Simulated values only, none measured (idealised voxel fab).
Process module in this document: voxel wiring stack
Xsec cut, 190 nm wide, square cell size 5 nm.
Throughout this document, each cross-section is represented as a grid of square cells and is presented as a sequence of bands enumerated from the top downward, where a band comprises one or more rows of cells. Top height, bottom height, nm. Materials left to right, width each, nm. Single material + "full width" = fills band edge to edge. "air" = empty. Heights are expressed relative to 0, this being the level below which the as-received wafer comprises one material exclusively. The lowest band is unbounded in the downward direction and is denoted as in "0 -> down". Think of "30 to 40" as a width that walks from the first number to the second as you go down the band, top row to bottom row, taking equal-sized steps from row to row. "stayed the same" after a step means that no cell of the cross-section changed. You'll see "Trapped voids" listing empty spaces that have no way open to the top, as long as they're 8 cells or more; the notation is width x height at distance, where the distance is from the left edge, and all of it is in nm. Read whatever lies past the settings on a step's line as the simulator's own remark about the step. overlay nm: where the mask lay relative to plan, measured to the right, on steps with a mask; negatives go left.
List of planned process steps
1. RECEIVE: material Si
2. CONFORMAL_DEP: material SiO2, thk nm 15
3. CONFORMAL_DEP: material SiN, thk nm 5
4. DIRECTIONAL_DEP: material lowk, thk nm 20
5. PATTERN: tone open, mask id METAL_1, material resist, width nm 25, pitch nm 45, thk nm 15, overlay nm 0
6. DIRECTIONAL_ETCH: etch materials lowk, depth nm 20
7. DIRECTIONAL_ETCH: etch materials SiN, depth nm 5
8. STRIP: etch materials resist
9. CONFORMAL_DEP: material TiN, thk nm 5
10. FILL_DEP: material Cu, thk nm 10
11. CMP: height nm 40
12. CONFORMAL_DEP: material SiCN, thk nm 5
13. DIRECTIONAL_DEP: material lowk, thk nm 10
14. PATTERN: tone open, mask id PLUG_1, material resist, width nm 15, pitch nm 90, thk nm 20, overlay nm 0
15. DIRECTIONAL_ETCH: etch materials lowk, depth nm 10
16. DIRECTIONAL_ETCH: etch materials SiCN, depth nm 5
17. STRIP: etch materials resist
18. CONFORMAL_DEP: material TiN, thk nm 5
19. FILL_DEP: material W, thk nm 5
20. CMP: height nm 55
21. CONFORMAL_DEP: material SiN, thk nm 5
22. DIRECTIONAL_DEP: material lowk, thk nm 20
23. MASKED_ETCH: tone open, mask id METAL_2, width nm 25, pitch nm 45, etch materials lowk, depth nm 20, overlay nm 0
24. MASKED_ETCH: tone open, mask id METAL_2, width nm 25, pitch nm 45, etch materials SiN, depth nm 5, overlay nm 0
25. CONFORMAL_DEP: material TiN, thk nm 5
26. FILL_DEP: material Cu, thk nm 10
27. CMP: height nm 80
28. EPI: material Ru, thk nm 5
29. FILL_DEP: material SiCN, thk nm 5
As received (post step 1): cross-section
	0 -> down: Si full width
	Trapped voids: none
Cross-sectional image of the first of two wafers at the end of the module, the run having proceeded as planned
	90 -> 85: SiCN full width
	85 -> 80: SiCN=10 | Ru=35 | SiCN=10 | Ru=35 | SiCN=10 | Ru=35 | SiCN=10 | Ru=35 | SiCN=10
	80 -> 60: lowk=15 | TiN=5 | Cu=15 | TiN=5 | lowk=20 | TiN=5 | Cu=15 | TiN=5 | lowk=20 | TiN=5 | Cu=15 | TiN=5 | lowk=20 | TiN=5 | Cu=15 | TiN=5 | lowk=15
	60 -> 55: SiN=15 | TiN=25 | SiN=20 | TiN=25 | SiN=20 | TiN=25 | SiN=20 | TiN=25 | SiN=15
	55 -> 45: lowk=15 | TiN=5 | W=5 | TiN=5 | lowk=75 | TiN=5 | W=5 | TiN=5 | lowk=70
	45 -> 40: SiCN=15 | TiN=15 | SiCN=75 | TiN=15 | SiCN=70
	40 -> 20: lowk=15 | TiN=5 | Cu=15 | TiN=5 | lowk=20 | TiN=5 | Cu=15 | TiN=5 | lowk=20 | TiN=5 | Cu=15 | TiN=5 | lowk=20 | TiN=5 | Cu=15 | TiN=5 | lowk=15
	20 -> 15: SiN=15 | TiN=25 | SiN=20 | TiN=25 | SiN=20 | TiN=25 | SiN=20 | TiN=25 | SiN=15
	15 -> 0: SiO2 full width
	0 -> down: Si full width
	Trapped voids: none
Cross-section of the latter of the two wafers at module completion. It had an identical start and an identical plan to the former; in running it, one mistake was made
	90 -> 85: SiCN full width
	85 -> 80: SiCN=10 | Ru=35 | SiCN=10 | Ru=35 | SiCN=10 | Ru=35 | SiCN=10 | Ru=35 | SiCN=10
	80 -> 60: lowk=15 | TiN=5 | Cu=15 | TiN=5 | lowk=20 | TiN=5 | Cu=15 | TiN=5 | lowk=20 | TiN=5 | Cu=15 | TiN=5 | lowk=20 | TiN=5 | Cu=15 | TiN=5 | lowk=15
	60 -> 55: SiN=15 | TiN=25 | SiN=20 | TiN=25 | SiN=20 | TiN=25 | SiN=20 | TiN=25 | SiN=15
	55 -> 45: lowk=15 | TiN=5 | W=5 | TiN=5 | lowk=75 | TiN=5 | W=5 | TiN=5 | lowk=70
	45 -> 40: SiCN=15 | TiN=15 | SiCN=75 | TiN=15 | SiCN=70
	40 -> 35: lowk=15 | TiN=5 | Cu=15 | TiN=5 | lowk=20 | TiN=5 | Cu=15 | TiN=5 | lowk=20 | TiN=5 | Cu=15 | TiN=5 | lowk=20 | TiN=5 | Cu=15 | TiN=5 | lowk=15
	35 -> 30: SiN=15 | TiN=25 | SiN=20 | TiN=25 | SiN=20 | TiN=25 | SiN=20 | TiN=25 | SiN=15
	30 -> 0: SiO2 full width
	0 -> down: Si full width
	Trapped voids: none
Here's what went sideways: plan step 2 ran twice
Heads up, by the end the second wafer has more or fewer cells of some materials compared to the first: 36 fewer of Cu | 114 more of SiO2 | 24 fewer of TiN | 54 fewer of lowk
